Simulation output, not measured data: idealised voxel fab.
voxel quadruple lines: a process module
Displayed cross-section: cut, width of 225 nm, square cells sized 5 nm.
Just so we're on the same page, the cross-sections are grids of square cells, and they're listed out in bands top to bottom, each band one or more rows deep.
Per band: top height and bottom height in nm, followed by the left-to-right materials and their widths in nm; "throughout" marks a single material spanning edge to edge, "air" marks empty space.
The level at which height equals 0 is the one under which the wafer, as it arrives, is entirely one material. No lower edge exists for the bottom band, which continues downward and is notated as in "0 nm and below".
Width spec "30->40" -> top row of cells at first value, bottom row at second value, equal per-row change in between.
For the purposes of this document, the phrase "no alteration" attached to a step denotes that no cell within the cross-section was modified by that step.
If an empty space has no open way to the top and is at least 8 cells in size, "Sealed voids" lists it, written width x height at distance, where distance is measured from the left edge and every value is in nm.
Heads up: the bit after the settings on a step's line is the simulator's remark on that step.
"overlay nm", when on a step's line for a step with a mask, measures how far to the right of its planned place the mask lay; a negative measure means to the left.

THE PLANNED PROCESS STEPS ARE ENUMERATED HEREUNDER
1) RECEIVE | material Si
2) CONFORMAL_DEP | material SiO2 | thk nm 10
3) DIRECTIONAL_DEP | material TiN | thk nm 10
4) DIRECTIONAL_DEP | material polySi | thk nm 20
5) DIRECTIONAL_DEP | material aC | thk nm 20
6) PATTERN | tone cover | mask id MANDREL | material resist | width nm 30 | thk nm 30 | overlay nm 0
7) DIRECTIONAL_ETCH | etch materials aC | depth nm 20
8) STRIP | etch materials resist
9) CONFORMAL_DEP | material SiO2 | thk nm 10
10) DIRECTIONAL_ETCH | etch materials SiO2 | depth nm 10
11) STRIP | etch materials aC
12) DIRECTIONAL_ETCH | etch materials polySi | depth nm 20
13) STRIP | etch materials SiO2
14) CONFORMAL_DEP | material SiN | thk nm 10
15) DIRECTIONAL_ETCH | etch materials SiN | depth nm 10
16) STRIP | etch materials polySi
17) DIRECTIONAL_ETCH | etch materials TiN | depth nm 10
18) STRIP | etch materials SiN
19) FILL_DEP | material lowk | thk nm 10
20) CMP | height nm 20

CROSS-SECTION: WAFER ON ARRIVAL = AFTER STEP 1
	0 nm and below = Si throughout
	Sealed voids: none

CROSS-SECTION AT MODULE END, ONE RUN ERROR; START AND PLAN UNCHANGED FROM ABOVE
	20 nm to 10 nm = lowk=85 / TiN=10 / lowk=10 / TiN=10 / lowk=10 / TiN=10 / lowk=90
	10 nm to 0 nm = SiO2 throughout
	0 nm and below = Si throughout
	Sealed voids: none
what went wrong: step 6 did not use the planned setting and instead ran as PATTERN | tone open | mask id MANDREL | material resist | width nm 30 | thk nm 30 | overlay nm 0
